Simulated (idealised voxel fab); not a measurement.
process module | voxel ribs on slabs
cross-section cut | 155 nm wide | cells 5 nm
A cross-section is a grid of square cells, given in bands from the top down. A band is one or more rows of cells.
Each band's line starts with the height of the band's top and of its bottom, in nm. Then come its materials from left to right, each with its width in nm. One material with "throughout" fills the band from edge to edge. "air" is empty space.
Height 0 is the level under which the wafer as received is all one material. The lowest band goes on downwards, as in "0 down".
A width such as "30 to 40" changes by the same amount from each row of cells to the next, from the band's top row to its bottom row.
"no change" after a step means that no cell of the cross-section changed.
closed voids: empty space of 8 cells or more with no open way to the top, each as width x height at its distance from the left edge, in nm
after a step's settings: what the simulator itself notes on the step
overlay nm, on a step with a mask: how far to the right of its planned place the mask lay; to the left if negative
plan
1 op RECEIVE | material Si
2 op DIRECTIONAL_DEP | material SiO2 | thk nm 20
3 op DIRECTIONAL_DEP | material SiN | thk nm 15
4 op DIRECTIONAL_DEP | material aC | thk nm 15
5 op PATTERN | tone cover | mask id RIB | material resist | width nm 30 | thk nm 35 | overlay nm 0
6 op DIRECTIONAL_ETCH | etch materials aC | depth nm 15
7 op STRIP | etch materials resist
8 op DIRECTIONAL_ETCH | etch materials SiN | depth nm 10
9 op STRIP | etch materials aC
10 op MASKED_ETCH | tone cover | mask id SLAB | width nm 90 | etch materials SiN | depth nm 5 | overlay nm 0
11 op FILL_DEP | material SiO2 | thk nm 15
12 op CMP | height nm 45
13 op DIRECTIONAL_DEP | material W | thk nm 5
14 op MASKED_ETCH | tone cover | mask id HEATER | width nm 40 | etch materials W | depth nm 5 | overlay nm 0
15 op CONFORMAL_DEP | material SiN | thk nm 10
first wafer, as planned
as received, after step 1
  0 down: Si throughout
  closed voids: none
after step 2
  20 to 0: SiO2 throughout
  below 0: unchanged
after step 3
  35 to 20: SiN throughout
  below 20: unchanged
after step 4
  50 to 35: aC throughout
  below 35: unchanged
after step 5
  85 to 50: air 60 | resist 30 | air 65
  below 50: unchanged
after step 6
  70 to 50: air 60 | resist 30 | air 65
  50 to 35: air 60 | aC 30 | air 65
  below 35: unchanged
after step 7
  50 to 35: air 60 | aC 30 | air 65
  below 35: unchanged
after step 8
  50 to 35: air 60 | aC 30 | air 65
  35 to 25: air 60 | SiN 30 | air 65
  below 25: unchanged
after step 9
  35 to 25: air 60 | SiN 30 | air 65
  below 25: unchanged
after step 10
  35 to 25: air 60 | SiN 30 | air 65
  25 to 20: air 30 | SiN 90 | air 35
  below 20: unchanged
after step 11
  50 to 35: SiO2 throughout
  35 to 25: SiO2 60 | SiN 30 | SiO2 65
  25 to 20: SiO2 30 | SiN 90 | SiO2 35
  below 20: unchanged
after step 12
  45 to 35: SiO2 throughout
  below 35: unchanged
after step 13
  50 to 45: W throughout
  below 45: unchanged
after step 14
  50 to 45: air 55 | W 40 | air 60
  below 45: unchanged
after step 15
  60 to 55: air 45 | SiN 60 | air 50
  55 to 50: SiN throughout
  50 to 45: SiN 55 | W 40 | SiN 60
  below 45: unchanged
second wafer: like start, like plan, one mistake. Through step 1 it matches the first wafer
when step 2 should have ended
  30 to 0: SiO2 throughout
  below 0: unchanged
when step 3 should have ended
  45 to 30: SiN throughout
  below 30: unchanged
when step 4 should have ended
  60 to 45: aC throughout
  below 45: unchanged
when step 5 should have ended
  95 to 60: air 60 | resist 30 | air 65
  below 60: unchanged
when step 6 should have ended
  80 to 60: air 60 | resist 30 | air 65
  60 to 45: air 60 | aC 30 | air 65
  below 45: unchanged
when step 7 should have ended
  60 to 45: air 60 | aC 30 | air 65
  below 45: unchanged
when step 8 should have ended
  60 to 45: air 60 | aC 30 | air 65
  45 to 35: air 60 | SiN 30 | air 65
  below 35: unchanged
when step 9 should have ended
  45 to 35: air 60 | SiN 30 | air 65
  below 35: unchanged
when step 10 should have ended
  45 to 35: air 60 | SiN 30 | air 65
  35 to 30: air 30 | SiN 90 | air 35
  below 30: unchanged
when step 11 should have ended
  60 to 45: SiO2 throughout
  45 to 35: SiO2 60 | SiN 30 | SiO2 65
  35 to 30: SiO2 30 | SiN 90 | SiO2 35
  below 30: unchanged
when step 12 should have ended
  45 to 35: SiO2 60 | SiN 30 | SiO2 65
  below 35: unchanged
when step 13 should have ended
  50 to 45: W throughout
  below 45: unchanged
when step 14 should have ended
  50 to 45: air 55 | W 40 | air 60
  below 45: unchanged
when step 15 should have ended
  60 to 55: air 45 | SiN 60 | air 50
  55 to 50: SiN throughout
  50 to 45: SiN 55 | W 40 | SiN 60
  below 45: unchanged
what went wrong: step 2 ran as: op DIRECTIONAL_DEP | material SiO2 | thk nm 30
at the end the second wafer has, in cells: as many of each material as the first, in other places
